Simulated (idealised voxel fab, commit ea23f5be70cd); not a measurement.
You're looking at the process module voxel quadruple lines.
cross-section cut | 220 nm wide | cells 5 nm
For the purposes of this document, a cross-section shall be understood as a grid of square cells, specified as bands listed in top-to-bottom order, each band consisting of one or more rows of cells. In this notation a band is specified by the heights of its top and bottom, in that order and in nm, after which its materials appear from left to right, each paired with its width in nm. The word "all across" attached to a single material means that material fills the band from edge to edge; the word "blank" stands for empty space. Counting heights begins at 0, where everything beneath is, in the wafer as received, one material. The lowest band has no bottom; it goes on downwards, as "0 and below" shows. The two numbers in a width such as "30 to 40" mark its ends across the band: the first belongs to the top row of cells, the second to the bottom row, and from each row to the next the width moves by the same amount. Step note "identical to before" = no cross-section cell changed. Each empty space that has no open way to the top and spans at least 8 cells appears under "Enclosed internal voids" as width x height at distance, the distance counted from the left edge, all in nm. Text after the settings on a step's line: the simulator's own remark on that step. The "overlay nm" setting may appear on a step's line; for a step that uses a mask, it gives how far to the right of its planned position the mask lay, and a negative value indicates the left.

# Steps planned for the process
1 RECEIVE (material Si)
2 CONFORMAL_DEP (material SiO2; thk nm 10)
3 DIRECTIONAL_DEP (material W; thk nm 15)
4 DIRECTIONAL_DEP (material polySi; thk nm 20)
5 DIRECTIONAL_DEP (material aC; thk nm 25)
6 PATTERN (tone cover; mask id MANDREL; material resist; width nm 35; pitch nm 100; thk nm 35; overlay nm 0)
7 DIRECTIONAL_ETCH (etch materials aC; depth nm 25)
8 STRIP (etch materials resist)
9 CONFORMAL_DEP (material SiO2; thk nm 15)
10 DIRECTIONAL_ETCH (etch materials SiO2; depth nm 15)
11 STRIP (etch materials aC)
12 DIRECTIONAL_ETCH (etch materials polySi; depth nm 20)
13 STRIP (etch materials SiO2)
14 CONFORMAL_DEP (material SiCN; thk nm 10)
15 DIRECTIONAL_ETCH (etch materials SiCN; depth nm 10)
16 STRIP (etch materials polySi)
17 DIRECTIONAL_ETCH (etch materials W; depth nm 15)
18 STRIP (etch materials SiCN)
19 FILL_DEP (material SiO2; thk nm 5)
20 CMP (height nm 25)

# So, the first of our two wafers, run just as we planned it

# Cross-section of the wafer as it came to us, i.e., already through step 1
> 0 and below: Si all across
> Enclosed internal voids: none

# after step 2
> 10 down to 0: SiO2 all across
> Rest of section, below 0: as before.

# after step 3
> 25 down to 10: W all across
> Rest of section, below 10: as before.

# after step 4
> 45 down to 25: polySi all across
> Rest of section, below 25: as before.

# after step 5
> 70 down to 45: aC all across
> Rest of section, below 45: as before.

# after step 6
> 105 down to 70: 40 nm blank, 35 nm resist, 65 nm blank, 35 nm resist, 45 nm blank
> Rest of section, below 70: as before.

# after step 7
> 80 down to 70: 40 nm blank, 35 nm resist, 65 nm blank, 35 nm resist, 45 nm blank
> 70 down to 45: 40 nm blank, 35 nm aC, 65 nm blank, 35 nm aC, 45 nm blank
> Rest of section, below 45: as before.

# after step 8
> 70 down to 45: 40 nm blank, 35 nm aC, 65 nm blank, 35 nm aC, 45 nm blank
> Rest of section, below 45: as before.

# after step 9
> 85 down to 70: 25 nm blank, 65 nm SiO2, 35 nm blank, 65 nm SiO2, 30 nm blank
> 70 down to 60: 25 nm blank, 15 nm SiO2, 35 nm aC, 15 nm SiO2, 35 nm blank, 15 nm SiO2, 35 nm aC, 15 nm SiO2, 30 nm blank
> 60 down to 45: 40 nm SiO2, 35 nm aC, 65 nm SiO2, 35 nm aC, 45 nm SiO2
> Rest of section, below 45: as before.

# after step 10
> 70 down to 45: 25 nm blank, 15 nm SiO2, 35 nm aC, 15 nm SiO2, 35 nm blank, 15 nm SiO2, 35 nm aC, 15 nm SiO2, 30 nm blank
> Rest of section, below 45: as before.

# after step 11
> 70 down to 45: 25 nm blank, 15 nm SiO2, 35 nm blank, 15 nm SiO2, 35 nm blank, 15 nm SiO2, 35 nm blank, 15 nm SiO2, 30 nm blank
> Rest of section, below 45: as before.

# after step 12
> 70 down to 45: 25 nm blank, 15 nm SiO2, 35 nm blank, 15 nm SiO2, 35 nm blank, 15 nm SiO2, 35 nm blank, 15 nm SiO2, 30 nm blank
> 45 down to 25: 25 nm blank, 15 nm polySi, 35 nm blank, 15 nm polySi, 35 nm blank, 15 nm polySi, 35 nm blank, 15 nm polySi, 30 nm blank
> Rest of section, below 25: as before.

# after step 13
> 45 down to 25: 25 nm blank, 15 nm polySi, 35 nm blank, 15 nm polySi, 35 nm blank, 15 nm polySi, 35 nm blank, 15 nm polySi, 30 nm blank
> Rest of section, below 25: as before.

# after step 14
> 55 down to 45: 15 nm blank, 35 nm SiCN, 15 nm blank, 35 nm SiCN, 15 nm blank, 35 nm SiCN, 15 nm blank, 35 nm SiCN, 20 nm blank
> 45 down to 35: 15 nm blank, 10 nm SiCN, 15 nm polySi, 10 nm SiCN, 15 nm blank, 10 nm SiCN, 15 nm polySi, 10 nm SiCN, 15 nm blank, 10 nm SiCN, 15 nm polySi, 10 nm SiCN, 15 nm blank, 10 nm SiCN, 15 nm polySi, 10 nm SiCN, 20 nm blank
> 35 down to 25: 25 nm SiCN, 15 nm polySi, 35 nm SiCN, 15 nm polySi, 35 nm SiCN, 15 nm polySi, 35 nm SiCN, 15 nm polySi, 30 nm SiCN
> Rest of section, below 25: as before.

# after step 15
> 45 down to 25: 15 nm blank, 10 nm SiCN, 15 nm polySi, 10 nm SiCN, 15 nm blank, 10 nm SiCN, 15 nm polySi, 10 nm SiCN, 15 nm blank, 10 nm SiCN, 15 nm polySi, 10 nm SiCN, 15 nm blank, 10 nm SiCN, 15 nm polySi, 10 nm SiCN, 20 nm blank
> Rest of section, below 25: as before.

# after step 16
> 45 down to 25: 15 nm blank, 10 nm SiCN, 15 nm blank, 10 nm SiCN, 15 nm blank, 10 nm SiCN, 15 nm blank, 10 nm SiCN, 15 nm blank, 10 nm SiCN, 15 nm blank, 10 nm SiCN, 15 nm blank, 10 nm SiCN, 15 nm blank, 10 nm SiCN, 20 nm blank
> Rest of section, below 25: as before.

# after step 17
> 45 down to 25: 15 nm blank, 10 nm SiCN, 15 nm blank, 10 nm SiCN, 15 nm blank, 10 nm SiCN, 15 nm blank, 10 nm SiCN, 15 nm blank, 10 nm SiCN, 15 nm blank, 10 nm SiCN, 15 nm blank, 10 nm SiCN, 15 nm blank, 10 nm SiCN, 20 nm blank
> 25 down to 10: 15 nm blank, 10 nm W, 15 nm blank, 10 nm W, 15 nm blank, 10 nm W, 15 nm blank, 10 nm W, 15 nm blank, 10 nm W, 15 nm blank, 10 nm W, 15 nm blank, 10 nm W, 15 nm blank, 10 nm W, 20 nm blank
> Rest of section, below 10: as before.

# after step 18
> 25 down to 10: 15 nm blank, 10 nm W, 15 nm blank, 10 nm W, 15 nm blank, 10 nm W, 15 nm blank, 10 nm W, 15 nm blank, 10 nm W, 15 nm blank, 10 nm W, 15 nm blank, 10 nm W, 15 nm blank, 10 nm W, 20 nm blank
> Rest of section, below 10: as before.

# after step 19
> 30 down to 25: SiO2 all across
> 25 down to 10: 15 nm SiO2, 10 nm W, 15 nm SiO2, 10 nm W, 15 nm SiO2, 10 nm W, 15 nm SiO2, 10 nm W, 15 nm SiO2, 10 nm W, 15 nm SiO2, 10 nm W, 15 nm SiO2, 10 nm W, 15 nm SiO2, 10 nm W, 20 nm SiO2
> Rest of section, below 10: as before.

# after step 20
> 25 down to 10: 15 nm SiO2, 10 nm W, 15 nm SiO2, 10 nm W, 15 nm SiO2, 10 nm W, 15 nm SiO2, 10 nm W, 15 nm SiO2, 10 nm W, 15 nm SiO2, 10 nm W, 15 nm SiO2, 10 nm W, 15 nm SiO2, 10 nm W, 20 nm SiO2
> Rest of section, below 10: as before.

# Wafer two: like wafer one in start and plan, but with one mistake in execution; identical up to and including step 16

# At the planned end of step 17, the second wafer in cross-section
> 45 down to 25: 15 nm blank, 10 nm SiCN, 15 nm blank, 10 nm SiCN, 15 nm blank, 10 nm SiCN, 15 nm blank, 10 nm SiCN, 15 nm blank, 10 nm SiCN, 15 nm blank, 10 nm SiCN, 15 nm blank, 10 nm SiCN, 15 nm blank, 10 nm SiCN, 20 nm blank
> 25 down to 10: 15 nm blank, 10 nm W, 15 nm blank, 10 nm W, 15 nm blank, 10 nm W, 15 nm blank, 10 nm W, 15 nm blank, 10 nm W, 15 nm blank, 10 nm W, 15 nm blank, 10 nm W, 15 nm blank, 10 nm W, 20 nm blank
> Rest of section, below 10: as before.

# At the planned end of step 18, the second wafer in cross-section
> 25 down to 10: 15 nm blank, 10 nm W, 15 nm blank, 10 nm W, 15 nm blank, 10 nm W, 15 nm blank, 10 nm W, 15 nm blank, 10 nm W, 15 nm blank, 10 nm W, 15 nm blank, 10 nm W, 15 nm blank, 10 nm W, 20 nm blank
> Rest of section, below 10: as before.

# At the planned end of step 19, the second wafer in cross-section
> 30 down to 25: SiO2 all across
> 25 down to 10: 15 nm SiO2, 10 nm W, 15 nm SiO2, 10 nm W, 15 nm SiO2, 10 nm W, 15 nm SiO2, 10 nm W, 15 nm SiO2, 10 nm W, 15 nm SiO2, 10 nm W, 15 nm SiO2, 10 nm W, 15 nm SiO2, 10 nm W, 20 nm SiO2
> Rest of section, below 10: as before.

# At the planned end of step 20, the second wafer in cross-section
> 25 down to 10: 15 nm SiO2, 10 nm W, 15 nm SiO2, 10 nm W, 15 nm SiO2, 10 nm W, 15 nm SiO2, 10 nm W, 15 nm SiO2, 10 nm W, 15 nm SiO2, 10 nm W, 15 nm SiO2, 10 nm W, 15 nm SiO2, 10 nm W, 20 nm SiO2
> Rest of section, below 10: as before.
What was the processing mistake? heads up, step 17 of the plan got done twice
If you compare the two wafers at the end, their cross-sections are the same, so as far as this model is concerned the mistake changes nothing.
